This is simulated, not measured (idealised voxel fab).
You're looking at the process module voxel spacer lines.
Shown is cross-section cut, with a width of 280 nm and square cells of size 5 nm.
In this document a cross-section is written as a grid of square cells. It is given as a series of bands, listed from the top down, and a band is one or more rows of cells.
In this notation a band is specified by the heights of its top and bottom, in that order and in nm, after which its materials appear from left to right, each paired with its width in nm. The word "all across" attached to a single material means that material fills the band from edge to edge; the word "empty" stands for empty space.
All heights in this document are referenced to 0, defined as the level beneath which the wafer, as received, consists entirely of one material. The lowest band is not bounded below; it extends indefinitely downward and is written in the form "top 0, no bottom".
Width spec "30..40" -> top row of cells at first value, bottom row at second value, equal per-row change in between.
The designation "nothing was modified", where it is given for a processing step, indicates that no cell of the cross-section was altered in the course of that step.
The entry "Sealed-off cavities" lists the empty spaces that cover at least 8 cells and have no open path to the top. Each is written as width x height at distance, where the distance is measured from the left edge and all three values are in nm.
Post-settings text on a step line: simulator's own remark regarding the step.
overlay nm: on a step with a mask, how far right of its planned place the mask lay; negative means left.

Intended process steps
1,RECEIVE: material Si
2,CONFORMAL_DEP: material Al2O3, thk nm 10
3,DIRECTIONAL_DEP: material SiN, thk nm 10
4,DIRECTIONAL_DEP: material aC, thk nm 20
5,PATTERN: tone cover, mask id MANDREL, material resist, width nm 15, pitch nm 50, thk nm 25, overlay nm 0
6,DIRECTIONAL_ETCH: etch materials aC, depth nm 20
7,STRIP: etch materials resist
8,CONFORMAL_DEP: material SiO2, thk nm 10
9,DIRECTIONAL_ETCH: etch materials SiO2, depth nm 10
10,STRIP: etch materials aC
11,DIRECTIONAL_ETCH: etch materials SiN, depth nm 10
12,STRIP: etch materials SiO2
13,FILL_DEP: material SiO2, thk nm 10
14,CMP: height nm 20

Of two wafers, the first: run according to plan

Incoming wafer, cross-sectional view, post step 1
- top 0, no bottom = Si all across
- Sealed-off cavities: none

Take a look at the wafer's cross-section after step 2
- top 10, bottom 0 = Al2O3 all across
- Below 0, the layers are the same as they were.

Take a look at the wafer's cross-section after step 3
- top 20, bottom 10 = SiN all across
- Below 10, the layers are the same as they were.

Take a look at the wafer's cross-section after step 4
- top 40, bottom 20 = aC all across
- Below 20, the layers are the same as they were.

Take a look at the wafer's cross-section after step 5
- top 65, bottom 40 = empty 105 nm; resist 15 nm; empty 35 nm; resist 15 nm; empty 110 nm
- Below 40, the layers are the same as they were.

Take a look at the wafer's cross-section after step 6
- top 45, bottom 40 = empty 105 nm; resist 15 nm; empty 35 nm; resist 15 nm; empty 110 nm
- top 40, bottom 20 = empty 105 nm; aC 15 nm; empty 35 nm; aC 15 nm; empty 110 nm
- Below 20, the layers are the same as they were.

Take a look at the wafer's cross-section after step 7
- top 40, bottom 20 = empty 105 nm; aC 15 nm; empty 35 nm; aC 15 nm; empty 110 nm
- Below 20, the layers are the same as they were.

Take a look at the wafer's cross-section after step 8
- top 50, bottom 40 = empty 95 nm; SiO2 35 nm; empty 15 nm; SiO2 35 nm; empty 100 nm
- top 40, bottom 30 = empty 95 nm; SiO2 10 nm; aC 15 nm; SiO2 10 nm; empty 15 nm; SiO2 10 nm; aC 15 nm; SiO2 10 nm; empty 100 nm
- top 30, bottom 20 = SiO2 105 nm; aC 15 nm; SiO2 35 nm; aC 15 nm; SiO2 110 nm
- Below 20, the layers are the same as they were.

Take a look at the wafer's cross-section after step 9
- top 40, bottom 20 = empty 95 nm; SiO2 10 nm; aC 15 nm; SiO2 10 nm; empty 15 nm; SiO2 10 nm; aC 15 nm; SiO2 10 nm; empty 100 nm
- Below 20, the layers are the same as they were.

Take a look at the wafer's cross-section after step 10
- top 40, bottom 20 = empty 95 nm; SiO2 10 nm; empty 15 nm; SiO2 10 nm; empty 15 nm; SiO2 10 nm; empty 15 nm; SiO2 10 nm; empty 100 nm
- Below 20, the layers are the same as they were.

Take a look at the wafer's cross-section after step 11
- top 40, bottom 20 = empty 95 nm; SiO2 10 nm; empty 15 nm; SiO2 10 nm; empty 15 nm; SiO2 10 nm; empty 15 nm; SiO2 10 nm; empty 100 nm
- top 20, bottom 10 = empty 95 nm; SiN 10 nm; empty 15 nm; SiN 10 nm; empty 15 nm; SiN 10 nm; empty 15 nm; SiN 10 nm; empty 100 nm
- Below 10, the layers are the same as they were.

Take a look at the wafer's cross-section after step 12
- top 20, bottom 10 = empty 95 nm; SiN 10 nm; empty 15 nm; SiN 10 nm; empty 15 nm; SiN 10 nm; empty 15 nm; SiN 10 nm; empty 100 nm
- Below 10, the layers are the same as they were.

Take a look at the wafer's cross-section after step 13
- top 30, bottom 20 = SiO2 all across
- top 20, bottom 10 = SiO2 95 nm; SiN 10 nm; SiO2 15 nm; SiN 10 nm; SiO2 15 nm; SiN 10 nm; SiO2 15 nm; SiN 10 nm; SiO2 100 nm
- Below 10, the layers are the same as they were.

Take a look at the wafer's cross-section after step 14
- top 20, bottom 10 = SiO2 95 nm; SiN 10 nm; SiO2 15 nm; SiN 10 nm; SiO2 15 nm; SiN 10 nm; SiO2 15 nm; SiN 10 nm; SiO2 100 nm
- Below 10, the layers are the same as they were.

Second Wafer (Identical Start and Plan, One Processing Error; Matches First Wafer Through Step 12)

Cross-sectional view of the second wafer at the intended end time of process step 13
- top 30, bottom 20 = aC all across
- top 20, bottom 10 = aC 95 nm; SiN 10 nm; aC 15 nm; SiN 10 nm; aC 15 nm; SiN 10 nm; aC 15 nm; SiN 10 nm; aC 100 nm
- Below 10, the layers are the same as they were.

Cross-sectional view of the second wafer at the intended end time of process step 14
- top 20, bottom 10 = aC 95 nm; SiN 10 nm; aC 15 nm; SiN 10 nm; aC 15 nm; SiN 10 nm; aC 15 nm; SiN 10 nm; aC 100 nm
- Below 10, the layers are the same as they were.
The plan and the run diverged here: step 13 off recipe, ran as FILL_DEP: material aC, thk nm 10
It is noted that, at the conclusion of processing, the second wafer exhibits a higher or lower cell count for certain materials relative to the first: SiO2 -96; aC +96
